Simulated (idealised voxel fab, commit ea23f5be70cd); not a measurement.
A process module follows: voxel gate over fins.
For reference, the cross-section in this document is cut, with width 170 nm and square cells of 5 nm.
Reading order for cross-sections: top band down to bottom band. Underlying form: a grid of square cells. Band size: one or more rows of cells. A band entry consists of two parts. The first gives the height of the band's top and the height of its bottom, in nm. The rest lists the band's materials from left to right, each with its width in nm. A single material labelled with the word "everywhere" fills the band from edge to edge, and the word "blank" marks empty space. Height datum 0, below which the as-received substrate wafer is one material. Lowest band open at the bottom, running downward: "0 nm and below". You'd read "30 to 40" like this: the band's top row of cells is as wide as the first number, its bottom row is as wide as the second, and going down, every row changes width by the same amount as the row before did. It should be understood that the words "stayed the same", when stated for a given step, signify that the cross-section underwent no change in any of its cells during that step. "Enclosed cavities" - sealed voids, min. 8 cells, no opening to top; format: width x height at distance (distance from left edge; nm throughout). What comes after the settings on a step's line is commentary from the simulator itself on that step. For masked steps, "overlay nm" on the step line gives how far right of plan the mask actually lay; a minus sign means it lay to the left.

[Here's what the planned process steps look like]
step 1: RECEIVE (material Si)
step 2: CONFORMAL_DEP (material SiN; thk nm 10)
step 3: DIRECTIONAL_DEP (material aC; thk nm 15)
step 4: PATTERN (tone cover; mask id FINS; material resist; width nm 15; pitch nm 45; thk nm 30; overlay nm 0)
step 5: DIRECTIONAL_ETCH (etch materials aC; depth nm 15)
step 6: STRIP (etch materials resist)
step 7: DIRECTIONAL_ETCH (etch materials SiN; depth nm 10)
step 8: DIRECTIONAL_ETCH (etch materials Si; depth nm 40)
step 9: STRIP (etch materials aC)
step 10: FILL_DEP (material SiO2; thk nm 10)
step 11: CMP (height nm 10)
step 12: SELECTIVE_ETCH (etch materials SiO2; depth nm 25)
step 13: STRIP (etch materials SiN)
step 14: CONFORMAL_DEP (material HfO2; thk nm 5)
step 15: CONFORMAL_DEP (material TiN; thk nm 5)
step 16: CONFORMAL_DEP (material TiAl; thk nm 5)
step 17: CONFORMAL_DEP (material TiN; thk nm 5)
step 18: FILL_DEP (material W; thk nm 15)
step 19: CMP (height nm 30)
step 20: CONFORMAL_DEP (material SiCN; thk nm 10)

[As-received state of the wafer in cross-section, equivalent to post-step 1]
> 0 nm and below  Si everywhere
> Enclosed cavities: none

[Here's the wafer cut in cross-section after the module, started and planned just like above, except one thing was done wrong in the run]
> 40 nm to 30 nm  SiCN everywhere
> 30 nm to 20 nm  W everywhere
> 20 nm to 15 nm  35 of W, then 100 of TiN, then 35 of W
> 15 nm to 10 nm  35 of W, then 5 of TiN, then 90 of TiAl, then 5 of TiN, then 35 of W
> 10 nm to 5 nm  35 of W, then 5 of TiN, then 5 of TiAl, then 35 of TiN, then 10 of TiAl, then 35 of TiN, then 5 of TiAl, then 5 of TiN, then 35 of W
> 5 nm to 0 nm  40 of TiN, then 5 of TiAl, then 5 of TiN, then 25 of HfO2, then 5 of TiN, then 10 of TiAl, then 5 of TiN, then 25 of HfO2, then 5 of TiN, then 5 of TiAl, then 40 of TiN
> 0 nm to -5 nm  45 of TiAl, then 5 of TiN, then 5 of HfO2, then 15 of Si, then 5 of HfO2, then 5 of TiN, then 10 of TiAl, then 5 of TiN, then 5 of HfO2, then 15 of Si, then 5 of HfO2, then 5 of TiN, then 45 of TiAl
> -5 nm to -10 nm  50 of TiN, then 5 of HfO2, then 15 of Si, then 5 of HfO2, then 20 of TiN, then 5 of HfO2, then 15 of Si, then 5 of HfO2, then 50 of TiN
> -10 nm to -15 nm  55 of HfO2, then 15 of Si, then 30 of HfO2, then 15 of Si, then 55 of HfO2
> -15 nm to -45 nm  55 of SiO2, then 15 of Si, then 30 of SiO2, then 15 of Si, then 55 of SiO2
> -45 nm and below  Si everywhere
> Enclosed cavities: none
Want to know what went wrong? in deviation from the planned setting, step 8 was conducted as DIRECTIONAL_ETCH (etch materials Si; depth nm 45)
